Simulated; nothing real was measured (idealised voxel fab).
Process module under the name voxel self aligned vias
Section cut is 300 nm wide and gridded with 5 nm square cells.
Bands, listed from the top down, are how a cross-section gets written in this document; the cross-section itself is a grid of square cells, and a band is one or more rows of them. Band: top height; bottom height; in nm. Then, left to right: material with width in nm, for each material. "throughout": a single material spanning edge to edge. "empty": empty space. Ref level 0: as-received wafer is one material below here. Bottom band extends down with no lower bound ("z 0 and below"). The two numbers in a width such as "30..40" mark its ends across the band: the first belongs to the top row of cells, the second to the bottom row, and from each row to the next the width moves by the same amount. Given "remained unchanged" for a step, no cell of the cross-section differs between before and after that step. "Sealed cavities" lists enclosed empty spaces (at least 8 cells, no open path upward to the top), each as width x height at distance from the left edge, in nm. It should be noted that, on the line of a given step, the content following the step's settings is a remark produced by the simulator itself with respect to that step. overlay nm: how far to the right of its planned place the mask lay on this masked step (negative: to the left).
## Here's what the planned process steps look like
1 RECEIVE | material Si
2 CONFORMAL_DEP | material SiO2 | thk nm 10
3 CONFORMAL_DEP | material SiCN | thk nm 5
4 DIRECTIONAL_DEP | material lowk | thk nm 20
5 DIRECTIONAL_DEP | material aC | thk nm 10
6 PATTERN | tone open | mask id LINES | material resist | width nm 20 | pitch nm 70 | thk nm 30 | overlay nm 0
7 DIRECTIONAL_ETCH | etch materials aC | depth nm 10
8 STRIP | etch materials resist
9 DIRECTIONAL_ETCH | etch materials lowk | depth nm 20
10 STRIP | etch materials aC
11 CONFORMAL_DEP | material TiN | thk nm 5
12 FILL_DEP | material W | thk nm 10
13 CMP | height nm 35
14 SELECTIVE_ETCH | etch materials W Ru TiN | depth nm 5
15 FILL_DEP | material SiN | thk nm 5
16 CMP | height nm 35
17 DIRECTIONAL_DEP | material lowk | thk nm 20
18 PATTERN | tone open | mask id VIAS | material resist | width nm 40 | thk nm 20 | overlay nm 0
19 DIRECTIONAL_ETCH | etch materials lowk | depth nm 20
20 DIRECTIONAL_ETCH | etch materials SiN | depth nm 5
21 STRIP | etch materials resist
22 CONFORMAL_DEP | material TiN | thk nm 5
23 FILL_DEP | material W | thk nm 10
24 CMP | height nm 55
25 CONFORMAL_DEP | material SiN | thk nm 5
## Concerning the first of two wafers, which was run in accordance with the plan
## Cross-section: wafer on arrival = after step 1
	z 0 and below | Si throughout
	Sealed cavities: none
## Wafer section view after processing step 2
	z 10 to 0 | SiO2 throughout
	Anything lower than 0 is untouched.
## Wafer section view after processing step 3
	z 15 to 10 | SiCN throughout
	Anything lower than 10 is untouched.
## Wafer section view after processing step 4
	z 35 to 15 | lowk throughout
	Anything lower than 15 is untouched.
## Wafer section view after processing step 5
	z 45 to 35 | aC throughout
	Anything lower than 35 is untouched.
## Wafer section view after processing step 6
	z 75 to 45 | resist 105 nm  empty 20 nm  resist 50 nm  empty 20 nm  resist 105 nm
	Anything lower than 45 is untouched.
## Wafer section view after processing step 7
	z 65 to 45 | resist 105 nm  empty 20 nm  resist 50 nm  empty 20 nm  resist 105 nm
	z 45 to 35 | aC 105 nm  empty 20 nm  aC 50 nm  empty 20 nm  aC 105 nm
	Anything lower than 35 is untouched.
## Wafer section view after processing step 8
	z 45 to 35 | aC 105 nm  empty 20 nm  aC 50 nm  empty 20 nm  aC 105 nm
	Anything lower than 35 is untouched.
## Wafer section view after processing step 9
	z 45 to 35 | aC 105 nm  empty 20 nm  aC 50 nm  empty 20 nm  aC 105 nm
	z 35 to 15 | lowk 105 nm  empty 20 nm  lowk 50 nm  empty 20 nm  lowk 105 nm
	Anything lower than 15 is untouched.
## Wafer section view after processing step 10
	z 35 to 15 | lowk 105 nm  empty 20 nm  lowk 50 nm  empty 20 nm  lowk 105 nm
	Anything lower than 15 is untouched.
## Wafer section view after processing step 11
	z 40 to 35 | TiN 110 nm  empty 10 nm  TiN 60 nm  empty 10 nm  TiN 110 nm
	z 35 to 20 | lowk 105 nm  TiN 5 nm  empty 10 nm  TiN 5 nm  lowk 50 nm  TiN 5 nm  empty 10 nm  TiN 5 nm  lowk 105 nm
	z 20 to 15 | lowk 105 nm  TiN 20 nm  lowk 50 nm  TiN 20 nm  lowk 105 nm
	Anything lower than 15 is untouched.
## Wafer section view after processing step 12
	z 50 to 40 | W throughout
	z 40 to 35 | TiN 110 nm  W 10 nm  TiN 60 nm  W 10 nm  TiN 110 nm
	z 35 to 20 | lowk 105 nm  TiN 5 nm  W 10 nm  TiN 5 nm  lowk 50 nm  TiN 5 nm  W 10 nm  TiN 5 nm  lowk 105 nm
	Anything lower than 20 is untouched.
## Wafer section view after processing step 13
	z 35 to 20 | lowk 105 nm  TiN 5 nm  W 10 nm  TiN 5 nm  lowk 50 nm  TiN 5 nm  W 10 nm  TiN 5 nm  lowk 105 nm
	Anything lower than 20 is untouched.
## Wafer section view after processing step 14
	z 35 to 30 | lowk 105 nm  empty 20 nm  lowk 50 nm  empty 20 nm  lowk 105 nm
	Anything lower than 30 is untouched.
## Wafer section view after processing step 15
	z 40 to 35 | SiN throughout
	z 35 to 30 | lowk 105 nm  SiN 20 nm  lowk 50 nm  SiN 20 nm  lowk 105 nm
	Anything lower than 30 is untouched.
## Wafer section view after processing step 16
	z 35 to 30 | lowk 105 nm  SiN 20 nm  lowk 50 nm  SiN 20 nm  lowk 105 nm
	Anything lower than 30 is untouched.
## Wafer section view after processing step 17
	z 55 to 35 | lowk throughout
	Anything lower than 35 is untouched.
## Wafer section view after processing step 18
	z 75 to 55 | resist 95 nm  empty 40 nm  resist 165 nm
	Anything lower than 55 is untouched.
## Wafer section view after processing step 19
	z 75 to 55 | resist 95 nm  empty 40 nm  resist 165 nm
	z 55 to 35 | lowk 95 nm  empty 40 nm  lowk 165 nm
	Anything lower than 35 is untouched.
## Wafer section view after processing step 20
	z 75 to 55 | resist 95 nm  empty 40 nm  resist 165 nm
	z 55 to 35 | lowk 95 nm  empty 40 nm  lowk 165 nm
	z 35 to 30 | lowk 105 nm  empty 20 nm  lowk 50 nm  SiN 20 nm  lowk 105 nm
	Anything lower than 30 is untouched.
## Wafer section view after processing step 21
	z 55 to 35 | lowk 95 nm  empty 40 nm  lowk 165 nm
	Anything lower than 35 is untouched.
## Wafer section view after processing step 22
	z 60 to 55 | TiN 100 nm  empty 30 nm  TiN 170 nm
	z 55 to 40 | lowk 95 nm  TiN 5 nm  empty 30 nm  TiN 5 nm  lowk 165 nm
	z 40 to 35 | lowk 95 nm  TiN 15 nm  empty 10 nm  TiN 15 nm  lowk 165 nm
	z 35 to 30 | lowk 105 nm  TiN 20 nm  lowk 50 nm  SiN 20 nm  lowk 105 nm
	Anything lower than 30 is untouched.
## Wafer section view after processing step 23
	z 70 to 60 | W throughout
	z 60 to 55 | TiN 100 nm  W 30 nm  TiN 170 nm
	z 55 to 40 | lowk 95 nm  TiN 5 nm  W 30 nm  TiN 5 nm  lowk 165 nm
	z 40 to 35 | lowk 95 nm  TiN 15 nm  W 10 nm  TiN 15 nm  lowk 165 nm
	Anything lower than 35 is untouched.
## Wafer section view after processing step 24
	z 55 to 40 | lowk 95 nm  TiN 5 nm  W 30 nm  TiN 5 nm  lowk 165 nm
	Anything lower than 40 is untouched.
## Wafer section view after processing step 25
	z 60 to 55 | SiN throughout
	Anything lower than 55 is untouched.
## The second wafer was prepared from the same starting point and under the same plan as the first; its processing contained one mistake, and it remains indistinguishable from the first wafer up to and including step 17
## Cross-section of the second wafer at the time step 18 of the plan should have ended
	z 75 to 55 | empty 95 nm  resist 40 nm  empty 165 nm
	Anything lower than 55 is untouched.
## Cross-section of the second wafer at the time step 19 of the plan should have ended
	z 75 to 55 | empty 95 nm  resist 40 nm  empty 165 nm
	z 55 to 35 | empty 95 nm  lowk 40 nm  empty 165 nm
	Anything lower than 35 is untouched.
## Cross-section of the second wafer at the time step 20 of the plan should have ended
	z 75 to 55 | empty 95 nm  resist 40 nm  empty 165 nm
	z 55 to 35 | empty 95 nm  lowk 40 nm  empty 165 nm
	z 35 to 30 | lowk 105 nm  SiN 20 nm  lowk 50 nm  empty 20 nm  lowk 105 nm
	Anything lower than 30 is untouched.
## Cross-section of the second wafer at the time step 21 of the plan should have ended
	z 55 to 35 | empty 95 nm  lowk 40 nm  empty 165 nm
	Anything lower than 35 is untouched.
## Cross-section of the second wafer at the time step 22 of the plan should have ended
	z 60 to 55 | empty 90 nm  TiN 50 nm  empty 160 nm
	z 55 to 40 | empty 90 nm  TiN 5 nm  lowk 40 nm  TiN 5 nm  empty 160 nm
	z 40 to 35 | TiN 95 nm  lowk 40 nm  TiN 45 nm  empty 10 nm  TiN 110 nm
	z 35 to 30 | lowk 105 nm  SiN 20 nm  lowk 50 nm  TiN 20 nm  lowk 105 nm
	Anything lower than 30 is untouched.
## Cross-section of the second wafer at the time step 23 of the plan should have ended
	z 70 to 60 | W throughout
	z 60 to 55 | W 90 nm  TiN 50 nm  W 160 nm
	z 55 to 40 | W 90 nm  TiN 5 nm  lowk 40 nm  TiN 5 nm  W 160 nm
	z 40 to 35 | TiN 95 nm  lowk 40 nm  TiN 45 nm  W 10 nm  TiN 110 nm
	Anything lower than 35 is untouched.
## Cross-section of the second wafer at the time step 24 of the plan should have ended
	z 55 to 40 | W 90 nm  TiN 5 nm  lowk 40 nm  TiN 5 nm  W 160 nm
	Anything lower than 40 is untouched.
## Cross-section of the second wafer at the time step 25 of the plan should have ended
	z 60 to 55 | SiN throughout
	Anything lower than 55 is untouched.
Run error: step 18 did not use the planned setting and instead ran as PATTERN | tone cover | mask id VIAS | material resist | width nm 40 | thk nm 20 | overlay nm 0
End of process, cell counts, second wafer against first, materials with more or fewer: TiN +44; W +132; lowk -176
